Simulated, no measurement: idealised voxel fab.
Title: Process Module voxel double patterning
We display cut, a cross-section 145 nm in width whose square cells are each 5 nm.
A cross-section is a grid of square cells, given in bands from the top down. A band is one or more rows of cells.
Heads up on the band format: heights come first, top then bottom, in nm. After that it's the materials left to right, each with its width in nm. A single material flagged "throughout" fills the whole band edge to edge, and "air" means there's empty space there.
Basically, 0 is our baseline, since under it the wafer straight out of the box is all one material. The bottom band has no lower end and keeps on going down, so it looks like "0 and below".
A width such as "30->40" changes by the same amount from each row of cells to the next, from the band's top row to its bottom row.
Take "stayed the same" at face value: in the step it is given for, the cross-section changed in none of its cells.
What "Sealed void list" gives you is every empty space of 8 cells or more that is cut off from the top. Each appears as width x height at distance, with the distance taken from the left edge and width, height and distance all in nm.
Past the settings on a step's line: simulator remark, on that step.
overlay nm, on a step with a mask: how far to the right of its planned place the mask lay; to the left if negative
The following list gives the planned process steps
1 RECEIVE | material Si
2 CONFORMAL_DEP | material SiO2 | thk nm 10
3 DIRECTIONAL_DEP | material W | thk nm 15
4 DIRECTIONAL_DEP | material SiN | thk nm 5
5 DIRECTIONAL_DEP | material aC | thk nm 15
6 PATTERN | tone open | mask id FIRST | material resist | width nm 15 | pitch nm 50 | thk nm 30 | overlay nm 0
7 DIRECTIONAL_ETCH | etch materials aC | depth nm 15
8 STRIP | etch materials resist
9 DIRECTIONAL_ETCH | etch materials SiN | depth nm 5
10 STRIP | etch materials aC
11 DIRECTIONAL_DEP | material aC | thk nm 15
12 PATTERN | tone open | mask id SECOND | material resist | width nm 15 | thk nm 30 | overlay nm 0
13 DIRECTIONAL_ETCH | etch materials aC | depth nm 15
14 STRIP | etch materials resist
15 DIRECTIONAL_ETCH | etch materials SiN | depth nm 5
16 STRIP | etch materials aC
17 DIRECTIONAL_ETCH | etch materials W | depth nm 15
18 STRIP | etch materials SiN
Cross-section of the wafer at receipt, which is the condition after step 1
- 0 and below = Si throughout
- Sealed void list: none
One mistake in running the module, otherwise start and plan as above: cross-section at the end
- 40 down to 25 = W: 40 / air: 15 / W: 10 / air: 15 / W: 10 / air: 15 / W: 40
- 25 down to 10 = W throughout
- 10 down to 0 = SiO2 throughout
- 0 and below = Si throughout
- Sealed void list: none
what went wrong: execution of plan step 3 occurred twice
